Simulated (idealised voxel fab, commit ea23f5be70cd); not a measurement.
process module | voxel capacitor over wiring
cross-section cut | 235 nm wide | cells 5 nm
A cross-section is a grid of square cells, given in bands from the top down. A band is one or more rows of cells.
Each band's line starts with the height of the band's top and of its bottom, in nm. Then come its materials from left to right, each with its width in nm. One material with "throughout" fills the band from edge to edge. "air" is empty space.
Height 0 is the level under which the wafer as received is all one material. The lowest band goes on downwards, as in "0 down".
A width such as "30 to 40" changes by the same amount from each row of cells to the next, from the band's top row to its bottom row.
"no change" after a step means that no cell of the cross-section changed.
closed voids: empty space of 8 cells or more with no open way to the top, each as width x height at its distance from the left edge, in nm
after a step's settings: what the simulator itself notes on the step
overlay nm, on a step with a mask: how far to the right of its planned place the mask lay; to the left if negative
plan
1 op RECEIVE | material Si
2 op CONFORMAL_DEP | material SiO2 | thk nm 15
3 op CONFORMAL_DEP | material SiCN | thk nm 5
4 op DIRECTIONAL_DEP | material SiO2 | thk nm 25
5 op MASKED_ETCH | tone open | mask id METAL_1 | width nm 30 | pitch nm 85 | etch materials SiO2 | depth nm 25 | overlay nm 0
6 op MASKED_ETCH | tone open | mask id METAL_1 | width nm 30 | pitch nm 85 | etch materials SiCN | depth nm 5 | overlay nm 0
7 op CONFORMAL_DEP | material TiN | thk nm 5
8 op FILL_DEP | material Cu | thk nm 5
9 op CMP | height nm 45
10 op CONFORMAL_DEP | material SiCN | thk nm 5
11 op DIRECTIONAL_DEP | material SiO2 | thk nm 20
12 op DIRECTIONAL_DEP | material aC | thk nm 15
13 op PATTERN | tone open | mask id PLUG_1 | material resist | width nm 15 | thk nm 30 | overlay nm 0
14 op DIRECTIONAL_ETCH | etch materials aC | depth nm 15
15 op STRIP | etch materials resist
16 op DIRECTIONAL_ETCH | etch materials SiO2 | depth nm 20
17 op DIRECTIONAL_ETCH | etch materials SiCN | depth nm 5
18 op STRIP | etch materials aC
19 op CONFORMAL_DEP | material TiN | thk nm 5
20 op FILL_DEP | material Cu | thk nm 10
21 op CMP | height nm 70
22 op DIRECTIONAL_DEP | material TiN | thk nm 10
23 op DIRECTIONAL_DEP | material HfO2 | thk nm 5
24 op DIRECTIONAL_DEP | material TiN | thk nm 10
25 op PATTERN | tone cover | mask id UPPER_PLATE | material resist | width nm 60 | thk nm 15 | overlay nm 0
26 op DIRECTIONAL_ETCH | etch materials TiN | depth nm 10
27 op DIRECTIONAL_ETCH | etch materials HfO2 | depth nm 5
28 op STRIP | etch materials resist
29 op MASKED_ETCH | tone cover | mask id LOWER_PLATE | width nm 70 | etch materials TiN | depth nm 10 | overlay nm 0
30 op FILL_DEP | material SiO2 | thk nm 15
31 op CMP | height nm 105
32 op DIRECTIONAL_DEP | material aC | thk nm 15
33 op PATTERN | tone open | mask id PLUG_2 | material resist | width nm 15 | thk nm 30 | overlay nm 0
34 op DIRECTIONAL_ETCH | etch materials aC | depth nm 15
35 op STRIP | etch materials resist
36 op DIRECTIONAL_ETCH | etch materials SiO2 | depth nm 10
37 op STRIP | etch materials aC
38 op CONFORMAL_DEP | material TiN | thk nm 5
39 op FILL_DEP | material Ru | thk nm 10
40 op CMP | height nm 105
41 op CONFORMAL_DEP | material SiN | thk nm 5
as received, after step 1
  0 down: Si throughout
  closed voids: none
first wafer at the end, as planned
  110 to 105: SiN throughout
  105 to 100: SiO2 85 | TiN 5 | Ru 5 | TiN 5 | SiO2 135
  100 to 95: SiO2 85 | TiN 15 | SiO2 135
  95 to 85: SiO2 75 | TiN 60 | SiO2 100
  85 to 80: SiO2 75 | HfO2 60 | SiO2 100
  80 to 70: SiO2 70 | TiN 70 | SiO2 95
  70 to 50: SiO2 75 | TiN 5 | Cu 5 | TiN 5 | SiO2 145
  50 to 45: SiCN 75 | TiN 15 | SiCN 145
  45 to 20: SiO2 60 | TiN 5 | Cu 20 | TiN 5 | SiO2 55 | TiN 5 | Cu 20 | TiN 5 | SiO2 60
  20 to 15: SiCN 60 | TiN 30 | SiCN 55 | TiN 30 | SiCN 60
  15 to 0: SiO2 throughout
  0 down: Si throughout
  closed voids: none
second wafer at the end: like start, like plan, one mistake
  110 to 105: SiN throughout
  105 to 100: SiO2 85 | TiN 5 | Ru 5 | TiN 5 | SiO2 135
  100 to 95: SiO2 85 | TiN 15 | SiO2 135
  95 to 85: SiO2 80 | TiN 60 | SiO2 95
  85 to 80: SiO2 80 | HfO2 60 | SiO2 95
  80 to 70: SiO2 70 | TiN 70 | SiO2 95
  70 to 50: SiO2 75 | TiN 5 | Cu 5 | TiN 5 | SiO2 145
  50 to 45: SiCN 75 | TiN 15 | SiCN 145
  45 to 20: SiO2 60 | TiN 5 | Cu 20 | TiN 5 | SiO2 55 | TiN 5 | Cu 20 | TiN 5 | SiO2 60
  20 to 15: SiCN 60 | TiN 30 | SiCN 55 | TiN 30 | SiCN 60
  15 to 0: SiO2 throughout
  0 down: Si throughout
  closed voids: none
what went wrong: step 25 ran as: op PATTERN | tone cover | mask id UPPER_PLATE | material resist | width nm 60 | thk nm 15 | overlay nm 5
at the end the second wafer has, in cells: as many of each material as the first, in other places
